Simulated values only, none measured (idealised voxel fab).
process module | voxel self aligned vias
The cross-section on display is named cut; it measures 155 nm wide, and its cells are 5 nm squares.
Cross-section = grid of square cells, listed top down in bands; band = one or more rows. Look at the band entry: it leads with the top's height and the bottom's height in nm. Then it lists the materials left to right, with a width in nm for each. The word "edge to edge" on a single material says that material fills the band edge to edge. The word "blank" is empty space. Heights are expressed relative to 0, this being the level below which the as-received wafer comprises one material exclusively. The lowest band is unbounded in the downward direction and is denoted as in "0 nm and below". The notation "30 to 40" denotes a width that varies across the rows of cells in the band, beginning at the first number in the top row, finishing at the second number in the bottom row, and changing by an identical amount from each row to the next. A step reported as "identical to before" is a step in which no cell of the cross-section changed. The list in "Sealed internal voids" covers empty spaces of 8 cells or more that cannot reach the top through any open way, and it gives each as width x height at distance; the distance is from the left edge, and width, height and distance are in nm. Read whatever lies past the settings on a step's line as the simulator's own remark about the step. What "overlay nm" on a step's line means: if the step has a mask, that mask lay this far to the right of its planned place, or, when the value is negative, to the left.

# Planned process steps
- 1: RECEIVE [material Si]
- 2: CONFORMAL_DEP [material SiO2] [thk nm 15]
- 3: CONFORMAL_DEP [material SiCN] [thk nm 5]
- 4: DIRECTIONAL_DEP [material lowk] [thk nm 30]
- 5: DIRECTIONAL_DEP [material aC] [thk nm 15]
- 6: PATTERN [tone open] [mask id LINES] [material resist] [width nm 25] [pitch nm 75] [thk nm 35] [overlay nm 0]
- 7: DIRECTIONAL_ETCH [etch materials aC] [depth nm 15]
- 8: STRIP [etch materials resist]
- 9: DIRECTIONAL_ETCH [etch materials lowk] [depth nm 30]
- 10: STRIP [etch materials aC]
- 11: CONFORMAL_DEP [material TiN] [thk nm 5]
- 12: FILL_DEP [material Ru] [thk nm 5]
- 13: CMP [height nm 50]
- 14: SELECTIVE_ETCH [etch materials W Ru TiN] [depth nm 5]
- 15: FILL_DEP [material SiN] [thk nm 10]
- 16: CMP [height nm 50]
- 17: DIRECTIONAL_DEP [material lowk] [thk nm 20]
- 18: DIRECTIONAL_DEP [material aC] [thk nm 10]
- 19: PATTERN [tone open] [mask id VIAS] [material resist] [width nm 45] [pitch nm 75] [thk nm 30] [overlay nm 0]
- 20: DIRECTIONAL_ETCH [etch materials aC] [depth nm 10]
- 21: STRIP [etch materials resist]
- 22: DIRECTIONAL_ETCH [etch materials lowk] [depth nm 20]
- 23: DIRECTIONAL_ETCH [etch materials SiN] [depth nm 5]
- 24: STRIP [etch materials aC]
- 25: CONFORMAL_DEP [material TiN] [thk nm 5]
- 26: FILL_DEP [material Ru] [thk nm 10]
- 27: CMP [height nm 70]
- 28: CONFORMAL_DEP [material SiCN] [thk nm 5]

# First wafer of two (run as planned)

# The cross-section here shows the wafer as received, i.e. in its state after step 1
    0 nm and below  Si edge to edge
    Sealed internal voids: none

# Step 2 done - wafer cross-section
    15 nm to 0 nm  SiO2 edge to edge
    For the remainder of the cross-section, below 0, there is no change.

# Step 3 done - wafer cross-section
    20 nm to 15 nm  SiCN edge to edge
    For the remainder of the cross-section, below 15, there is no change.

# Step 4 done - wafer cross-section
    50 nm to 20 nm  lowk edge to edge
    For the remainder of the cross-section, below 20, there is no change.

# Step 5 done - wafer cross-section
    65 nm to 50 nm  aC edge to edge
    For the remainder of the cross-section, below 50, there is no change.

# Step 6 done - wafer cross-section
    100 nm to 65 nm  resist 25 nm / blank 25 nm / resist 50 nm / blank 25 nm / resist 30 nm
    For the remainder of the cross-section, below 65, there is no change.

# Step 7 done - wafer cross-section
    85 nm to 65 nm  resist 25 nm / blank 25 nm / resist 50 nm / blank 25 nm / resist 30 nm
    65 nm to 50 nm  aC 25 nm / blank 25 nm / aC 50 nm / blank 25 nm / aC 30 nm
    For the remainder of the cross-section, below 50, there is no change.

# Step 8 done - wafer cross-section
    65 nm to 50 nm  aC 25 nm / blank 25 nm / aC 50 nm / blank 25 nm / aC 30 nm
    For the remainder of the cross-section, below 50, there is no change.

# Step 9 done - wafer cross-section
    65 nm to 50 nm  aC 25 nm / blank 25 nm / aC 50 nm / blank 25 nm / aC 30 nm
    50 nm to 20 nm  lowk 25 nm / blank 25 nm / lowk 50 nm / blank 25 nm / lowk 30 nm
    For the remainder of the cross-section, below 20, there is no change.

# Step 10 done - wafer cross-section
    50 nm to 20 nm  lowk 25 nm / blank 25 nm / lowk 50 nm / blank 25 nm / lowk 30 nm
    For the remainder of the cross-section, below 20, there is no change.

# Step 11 done - wafer cross-section
    55 nm to 50 nm  TiN 30 nm / blank 15 nm / TiN 60 nm / blank 15 nm / TiN 35 nm
    50 nm to 25 nm  lowk 25 nm / TiN 5 nm / blank 15 nm / TiN 5 nm / lowk 50 nm / TiN 5 nm / blank 15 nm / TiN 5 nm / lowk 30 nm
    25 nm to 20 nm  lowk 25 nm / TiN 25 nm / lowk 50 nm / TiN 25 nm / lowk 30 nm
    For the remainder of the cross-section, below 20, there is no change.

# Step 12 done - wafer cross-section
    60 nm to 55 nm  Ru edge to edge
    55 nm to 50 nm  TiN 30 nm / Ru 15 nm / TiN 60 nm / Ru 15 nm / TiN 35 nm
    50 nm to 25 nm  lowk 25 nm / TiN 5 nm / Ru 15 nm / TiN 5 nm / lowk 50 nm / TiN 5 nm / Ru 15 nm / TiN 5 nm / lowk 30 nm
    For the remainder of the cross-section, below 25, there is no change.

# Step 13 done - wafer cross-section
    50 nm to 25 nm  lowk 25 nm / TiN 5 nm / Ru 15 nm / TiN 5 nm / lowk 50 nm / TiN 5 nm / Ru 15 nm / TiN 5 nm / lowk 30 nm
    For the remainder of the cross-section, below 25, there is no change.

# Step 14 done - wafer cross-section
    50 nm to 45 nm  lowk 25 nm / blank 25 nm / lowk 50 nm / blank 25 nm / lowk 30 nm
    For the remainder of the cross-section, below 45, there is no change.

# Step 15 done - wafer cross-section
    60 nm to 50 nm  SiN edge to edge
    50 nm to 45 nm  lowk 25 nm / SiN 25 nm / lowk 50 nm / SiN 25 nm / lowk 30 nm
    For the remainder of the cross-section, below 45, there is no change.

# Step 16 done - wafer cross-section
    50 nm to 45 nm  lowk 25 nm / SiN 25 nm / lowk 50 nm / SiN 25 nm / lowk 30 nm
    For the remainder of the cross-section, below 45, there is no change.

# Step 17 done - wafer cross-section
    70 nm to 50 nm  lowk edge to edge
    For the remainder of the cross-section, below 50, there is no change.

# Step 18 done - wafer cross-section
    80 nm to 70 nm  aC edge to edge
    For the remainder of the cross-section, below 70, there is no change.

# Step 19 done - wafer cross-section
    110 nm to 80 nm  resist 15 nm / blank 45 nm / resist 30 nm / blank 45 nm / resist 20 nm
    For the remainder of the cross-section, below 80, there is no change.

# Step 20 done - wafer cross-section
    100 nm to 80 nm  resist 15 nm / blank 45 nm / resist 30 nm / blank 45 nm / resist 20 nm
    80 nm to 70 nm  aC 15 nm / blank 45 nm / aC 30 nm / blank 45 nm / aC 20 nm
    For the remainder of the cross-section, below 70, there is no change.

# Step 21 done - wafer cross-section
    80 nm to 70 nm  aC 15 nm / blank 45 nm / aC 30 nm / blank 45 nm / aC 20 nm
    For the remainder of the cross-section, below 70, there is no change.

# Step 22 done - wafer cross-section
    80 nm to 70 nm  aC 15 nm / blank 45 nm / aC 30 nm / blank 45 nm / aC 20 nm
    70 nm to 50 nm  lowk 15 nm / blank 45 nm / lowk 30 nm / blank 45 nm / lowk 20 nm
    For the remainder of the cross-section, below 50, there is no change.

# Step 23 done - wafer cross-section
    80 nm to 70 nm  aC 15 nm / blank 45 nm / aC 30 nm / blank 45 nm / aC 20 nm
    70 nm to 50 nm  lowk 15 nm / blank 45 nm / lowk 30 nm / blank 45 nm / lowk 20 nm
    50 nm to 45 nm  lowk 25 nm / blank 25 nm / lowk 50 nm / blank 25 nm / lowk 30 nm
    For the remainder of the cross-section, below 45, there is no change.

# Step 24 done - wafer cross-section
    70 nm to 50 nm  lowk 15 nm / blank 45 nm / lowk 30 nm / blank 45 nm / lowk 20 nm
    For the remainder of the cross-section, below 50, there is no change.

# Step 25 done - wafer cross-section
    75 nm to 70 nm  TiN 20 nm / blank 35 nm / TiN 40 nm / blank 35 nm / TiN 25 nm
    70 nm to 55 nm  lowk 15 nm / TiN 5 nm / blank 35 nm / TiN 5 nm / lowk 30 nm / TiN 5 nm / blank 35 nm / TiN 5 nm / lowk 20 nm
    55 nm to 50 nm  lowk 15 nm / TiN 15 nm / blank 15 nm / TiN 15 nm / lowk 30 nm / TiN 15 nm / blank 15 nm / TiN 15 nm / lowk 20 nm
    50 nm to 45 nm  lowk 25 nm / TiN 25 nm / lowk 50 nm / TiN 25 nm / lowk 30 nm
    For the remainder of the cross-section, below 45, there is no change.

# Step 26 done - wafer cross-section
    85 nm to 75 nm  Ru edge to edge
    75 nm to 70 nm  TiN 20 nm / Ru 35 nm / TiN 40 nm / Ru 35 nm / TiN 25 nm
    70 nm to 55 nm  lowk 15 nm / TiN 5 nm / Ru 35 nm / TiN 5 nm / lowk 30 nm / TiN 5 nm / Ru 35 nm / TiN 5 nm / lowk 20 nm
    55 nm to 50 nm  lowk 15 nm / TiN 15 nm / Ru 15 nm / TiN 15 nm / lowk 30 nm / TiN 15 nm / Ru 15 nm / TiN 15 nm / lowk 20 nm
    For the remainder of the cross-section, below 50, there is no change.

# Step 27 done - wafer cross-section
    70 nm to 55 nm  lowk 15 nm / TiN 5 nm / Ru 35 nm / TiN 5 nm / lowk 30 nm / TiN 5 nm / Ru 35 nm / TiN 5 nm / lowk 20 nm
    For the remainder of the cross-section, below 55, there is no change.

# Step 28 done - wafer cross-section
    75 nm to 70 nm  SiCN edge to edge
    For the remainder of the cross-section, below 70, there is no change.

# It is to be noted that the second wafer proceeded from the same initial state and according to the same plan as the first, although one mistake was committed in its execution; through step 2, inclusive, the two wafers share an identical history

# At the planned end of step 3, the second wafer in cross-section
    45 nm to 15 nm  lowk edge to edge
    For the remainder of the cross-section, below 15, there is no change.

# At the planned end of step 4, the second wafer in cross-section
    50 nm to 45 nm  SiCN edge to edge
    For the remainder of the cross-section, below 45, there is no change.

# At the planned end of step 5, the second wafer in cross-section
    65 nm to 50 nm  aC edge to edge
    For the remainder of the cross-section, below 50, there is no change.

# At the planned end of step 6, the second wafer in cross-section
    100 nm to 65 nm  resist 25 nm / blank 25 nm / resist 50 nm / blank 25 nm / resist 30 nm
    For the remainder of the cross-section, below 65, there is no change.

# At the planned end of step 7, the second wafer in cross-section
    85 nm to 65 nm  resist 25 nm / blank 25 nm / resist 50 nm / blank 25 nm / resist 30 nm
    65 nm to 50 nm  aC 25 nm / blank 25 nm / aC 50 nm / blank 25 nm / aC 30 nm
    For the remainder of the cross-section, below 50, there is no change.

# At the planned end of step 8, the second wafer in cross-section
    65 nm to 50 nm  aC 25 nm / blank 25 nm / aC 50 nm / blank 25 nm / aC 30 nm
    For the remainder of the cross-section, below 50, there is no change.

At the planned end of step 9, the second wafer in cross-section: identical to before

# At the planned end of step 10, the second wafer in cross-section
    50 nm to 45 nm  SiCN edge to edge
    For the remainder of the cross-section, below 45, there is no change.

# At the planned end of step 11, the second wafer in cross-section
    55 nm to 50 nm  TiN edge to edge
    For the remainder of the cross-section, below 50, there is no change.

# At the planned end of step 12, the second wafer in cross-section
    60 nm to 55 nm  Ru edge to edge
    For the remainder of the cross-section, below 55, there is no change.

# At the planned end of step 13, the second wafer in cross-section
    50 nm to 45 nm  SiCN edge to edge
    For the remainder of the cross-section, below 45, there is no change.

At the planned end of step 14, the second wafer in cross-section: identical to before

# At the planned end of step 15, the second wafer in cross-section
    60 nm to 50 nm  SiN edge to edge
    For the remainder of the cross-section, below 50, there is no change.

# At the planned end of step 16, the second wafer in cross-section
    50 nm to 45 nm  SiCN edge to edge
    For the remainder of the cross-section, below 45, there is no change.

# At the planned end of step 17, the second wafer in cross-section
    70 nm to 50 nm  lowk edge to edge
    For the remainder of the cross-section, below 50, there is no change.

# At the planned end of step 18, the second wafer in cross-section
    80 nm to 70 nm  aC edge to edge
    For the remainder of the cross-section, below 70, there is no change.

# At the planned end of step 19, the second wafer in cross-section
    110 nm to 80 nm  resist 15 nm / blank 45 nm / resist 30 nm / blank 45 nm / resist 20 nm
    For the remainder of the cross-section, below 80, there is no change.

# At the planned end of step 20, the second wafer in cross-section
    100 nm to 80 nm  resist 15 nm / blank 45 nm / resist 30 nm / blank 45 nm / resist 20 nm
    80 nm to 70 nm  aC 15 nm / blank 45 nm / aC 30 nm / blank 45 nm / aC 20 nm
    For the remainder of the cross-section, below 70, there is no change.

# At the planned end of step 21, the second wafer in cross-section
    80 nm to 70 nm  aC 15 nm / blank 45 nm / aC 30 nm / blank 45 nm / aC 20 nm
    For the remainder of the cross-section, below 70, there is no change.

# At the planned end of step 22, the second wafer in cross-section
    80 nm to 70 nm  aC 15 nm / blank 45 nm / aC 30 nm / blank 45 nm / aC 20 nm
    70 nm to 50 nm  lowk 15 nm / blank 45 nm / lowk 30 nm / blank 45 nm / lowk 20 nm
    For the remainder of the cross-section, below 50, there is no change.

At the planned end of step 23, the second wafer in cross-section: identical to before

# At the planned end of step 24, the second wafer in cross-section
    70 nm to 50 nm  lowk 15 nm / blank 45 nm / lowk 30 nm / blank 45 nm / lowk 20 nm
    For the remainder of the cross-section, below 50, there is no change.

# At the planned end of step 25, the second wafer in cross-section
    75 nm to 70 nm  TiN 20 nm / blank 35 nm / TiN 40 nm / blank 35 nm / TiN 25 nm
    70 nm to 55 nm  lowk 15 nm / TiN 5 nm / blank 35 nm / TiN 5 nm / lowk 30 nm / TiN 5 nm / blank 35 nm / TiN 5 nm / lowk 20 nm
    55 nm to 50 nm  lowk 15 nm / TiN 45 nm / lowk 30 nm / TiN 45 nm / lowk 20 nm
    For the remainder of the cross-section, below 50, there is no change.

# At the planned end of step 26, the second wafer in cross-section
    85 nm to 75 nm  Ru edge to edge
    75 nm to 70 nm  TiN 20 nm / Ru 35 nm / TiN 40 nm / Ru 35 nm / TiN 25 nm
    70 nm to 55 nm  lowk 15 nm / TiN 5 nm / Ru 35 nm / TiN 5 nm / lowk 30 nm / TiN 5 nm / Ru 35 nm / TiN 5 nm / lowk 20 nm
    For the remainder of the cross-section, below 55, there is no change.

# At the planned end of step 27, the second wafer in cross-section
    70 nm to 55 nm  lowk 15 nm / TiN 5 nm / Ru 35 nm / TiN 5 nm / lowk 30 nm / TiN 5 nm / Ru 35 nm / TiN 5 nm / lowk 20 nm
    For the remainder of the cross-section, below 55, there is no change.

# At the planned end of step 28, the second wafer in cross-section
    75 nm to 70 nm  SiCN edge to edge
    For the remainder of the cross-section, below 70, there is no change.
The mistake made against the process plan was this: so 3 and 4 got swapped relative to the plan, each ran where the other was supposed to
Per the end-of-run cell counts, the second wafer holds more or fewer of some materials than the first: Ru: 30 fewer; TiN: 30 fewer; lowk: 60 more
